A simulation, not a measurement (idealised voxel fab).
Process module, titled voxel trench capacitor
Displayed cross-section: cut, width of 285 nm, square cells sized 5 nm.
When this document writes out a cross-section, it uses a grid of square cells and lists it as bands, beginning at the top and moving down, with a band standing for one or more rows of cells. Top height, bottom height, nm. Materials left to right, width each, nm. Single material + "all across" = fills band edge to edge. "air" = empty. Where do heights start? At 0: under that level the wafer as delivered is made of one material only. And the lowest band has no floor; it just carries on downward, as in "top 0, no bottom". With a width like "30->40", each row of cells in the band differs from the next by the same amount, the top row carrying the first number and the bottom row the second. What does "nothing got changed" mean for a step? It means no cell of the cross-section changed in that step. Basically, "Closed void table" tells you about the enclosed voids: empty spaces with no open way to the top, 8 cells or bigger, each written width x height at distance, where distance is from the left edge, all in nm. Heads up: the bit after the settings on a step's line is the simulator's remark on that step. "overlay nm" on a masked step: distance the mask lay right of its planned place, negative for left.
### Set out below are the planned steps of the process
1: RECEIVE (material Si)
2: CONFORMAL_DEP (material SiN; thk nm 10)
3: MASKED_ETCH (tone open; mask id TRENCH; width nm 25; pitch nm 55; etch materials SiN; depth nm 10; overlay nm 0)
4: MASKED_ETCH (tone open; mask id TRENCH; width nm 25; pitch nm 55; etch materials Si; depth nm 30; overlay nm 0)
5: CONFORMAL_DEP (material HfO2; thk nm 5)
6: CONFORMAL_DEP (material TiN; thk nm 5)
7: FILL_DEP (material W; thk nm 10)
8: CMP (height nm 10)
Where the wafers of this document differ is in the depth nm of step 4; they start out the same, and the plan states the value that applied to the first wafer.
### Cross-section: the first of several wafers in its as-received state, i.e. following step 1
- top 0, no bottom: Si all across
- Closed void table: none
### Shown in cross-section: the first of several wafers at the end of the module, after its last step, step 8
- top 10, bottom 0: SiN 100 nm, then HfO2 5 nm, then TiN 5 nm, then W 5 nm, then TiN 5 nm, then HfO2 5 nm, then SiN 30 nm, then HfO2 5 nm, then TiN 5 nm, then W 5 nm, then TiN 5 nm, then HfO2 5 nm, then SiN 105 nm
- top 0, bottom -20: Si 100 nm, then HfO2 5 nm, then TiN 5 nm, then W 5 nm, then TiN 5 nm, then HfO2 5 nm, then Si 30 nm, then HfO2 5 nm, then TiN 5 nm, then W 5 nm, then TiN 5 nm, then HfO2 5 nm, then Si 105 nm
- top -20, bottom -25: Si 100 nm, then HfO2 5 nm, then TiN 15 nm, then HfO2 5 nm, then Si 30 nm, then HfO2 5 nm, then TiN 15 nm, then HfO2 5 nm, then Si 105 nm
- top -25, bottom -30: Si 100 nm, then HfO2 25 nm, then Si 30 nm, then HfO2 25 nm, then Si 105 nm
- top -30, no bottom: Si all across
- Closed void table: none
### Module end, final wafer: cross-section
- top 10, bottom 0: SiN 100 nm, then HfO2 5 nm, then TiN 5 nm, then W 5 nm, then TiN 5 nm, then HfO2 5 nm, then SiN 30 nm, then HfO2 5 nm, then TiN 5 nm, then W 5 nm, then TiN 5 nm, then HfO2 5 nm, then SiN 105 nm
- top 0, bottom -45: Si 100 nm, then HfO2 5 nm, then TiN 5 nm, then W 5 nm, then TiN 5 nm, then HfO2 5 nm, then Si 30 nm, then HfO2 5 nm, then TiN 5 nm, then W 5 nm, then TiN 5 nm, then HfO2 5 nm, then Si 105 nm
- top -45, bottom -50: Si 100 nm, then HfO2 5 nm, then TiN 15 nm, then HfO2 5 nm, then Si 30 nm, then HfO2 5 nm, then TiN 15 nm, then HfO2 5 nm, then Si 105 nm
- top -50, bottom -55: Si 100 nm, then HfO2 25 nm, then Si 30 nm, then HfO2 25 nm, then Si 105 nm
- top -55, no bottom: Si all across
- Closed void table: none
### Tabulated below, wafer by wafer, are the end-of-module results: for each material, the number of cells gained (+) or lost (-) relative to the as-received state, followed by the closed voids
depth nm 30 | +38 HfO2 | -60 Si | +94 SiN | +30 TiN | +12 W | Closed void table: none
depth nm 35 | +42 HfO2 | -70 Si | +94 SiN | +34 TiN | +14 W | Closed void table: none
depth nm 40 | +46 HfO2 | -80 Si | +94 SiN | +38 TiN | +16 W | Closed void table: none
depth nm 45 | +50 HfO2 | -90 Si | +94 SiN | +42 TiN | +18 W | Closed void table: none
depth nm 50 | +54 HfO2 | -100 Si | +94 SiN | +46 TiN | +20 W | Closed void table: none
depth nm 55 | +58 HfO2 | -110 Si | +94 SiN | +50 TiN | +22 W | Closed void table: none
